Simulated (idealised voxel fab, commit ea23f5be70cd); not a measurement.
Process module name: voxel released beams
The cross-section on display is named cut; it measures 200 nm wide, and its cells are 5 nm squares.
How to read a cross-section here: the picture is a grid of square cells, written as bands going from the top down, and any band can span one or more rows of cells.
Top height, bottom height, nm. Materials left to right, width each, nm. Single material + "all across" = fills band edge to edge. "air" = empty.
Heads up on the height convention: 0 is the point under which the incoming wafer is all one material, and the lowest band has no bottom, it just keeps going down, like "0 and below".
Top row gets the first number, bottom row gets the second, and each row in between changes by the same step: that is how a band width like "30..40" works.
What does "nothing different" mean for a step? It means no cell of the cross-section changed in that step.
"Closed internal cavities" specifies each empty space that is not open to the top and that occupies no fewer than 8 cells, using the form width x height at distance, the distance measured from the left edge and all three quantities in nm.
Heads up: the bit after the settings on a step's line is the simulator's remark on that step.
A step line may carry the setting "overlay nm", which, for steps involving a mask, states the distance by which the mask lay to the right of its intended position; negative values denote displacement to the left.
**Planned process steps**
| 1 | RECEIVE | material Si |
| 2 | CONFORMAL_DEP | material SiN | thk nm 10 |
| 3 | DIRECTIONAL_DEP | material SiO2 | thk nm 20 |
| 4 | MASKED_ETCH | tone open | mask id ANCHOR | width nm 30 | etch materials SiO2 | depth nm 20 | overlay nm 0 |
| 5 | CONFORMAL_DEP | material TiN | thk nm 10 |
| 6 | DIRECTIONAL_DEP | material aC | thk nm 15 |
| 7 | PATTERN | tone cover | mask id BEAM | material resist | width nm 100 | thk nm 30 | overlay nm 0 |
| 8 | DIRECTIONAL_ETCH | etch materials aC | depth nm 15 |
| 9 | STRIP | etch materials resist |
| 10 | DIRECTIONAL_ETCH | etch materials TiN | depth nm 10 |
| 11 | STRIP | etch materials aC |
| 12 | STRIP | etch materials SiO2 |
**Step 1 complete: cross-section of the wafer as received**
0 and below: Si all across
Closed internal cavities: none
**Cross-section taken at module completion on the first of two wafers; processed per the plan**
40 down to 30: air 45 nm, TiN 15 nm, air 10 nm, TiN 75 nm, air 55 nm
30 down to 20: air 50 nm, TiN 10 nm, air 10 nm, TiN 10 nm, air 120 nm
20 down to 10: air 50 nm, TiN 30 nm, air 120 nm
10 down to 0: SiN all across
0 and below: Si all across
Closed internal cavities: none
**End-of-module cross-section of the second wafer: identical starting point and process plan to the first, with one processing mistake**
30 down to 20: air 45 nm, TiN 15 nm, air 10 nm, TiN 75 nm, air 55 nm
20 down to 10: air 50 nm, TiN 10 nm, air 10 nm, TiN 10 nm, air 120 nm
10 down to 0: air 50 nm, TiN 30 nm, air 120 nm
0 and below: Si all across
Closed internal cavities: none
It is concluded that the wafer was processed incorrectly with respect to the plan, in that step 2 of the plan was jumped over and never run
Final cells, second wafer relative to first, materials higher or lower: SiN -80
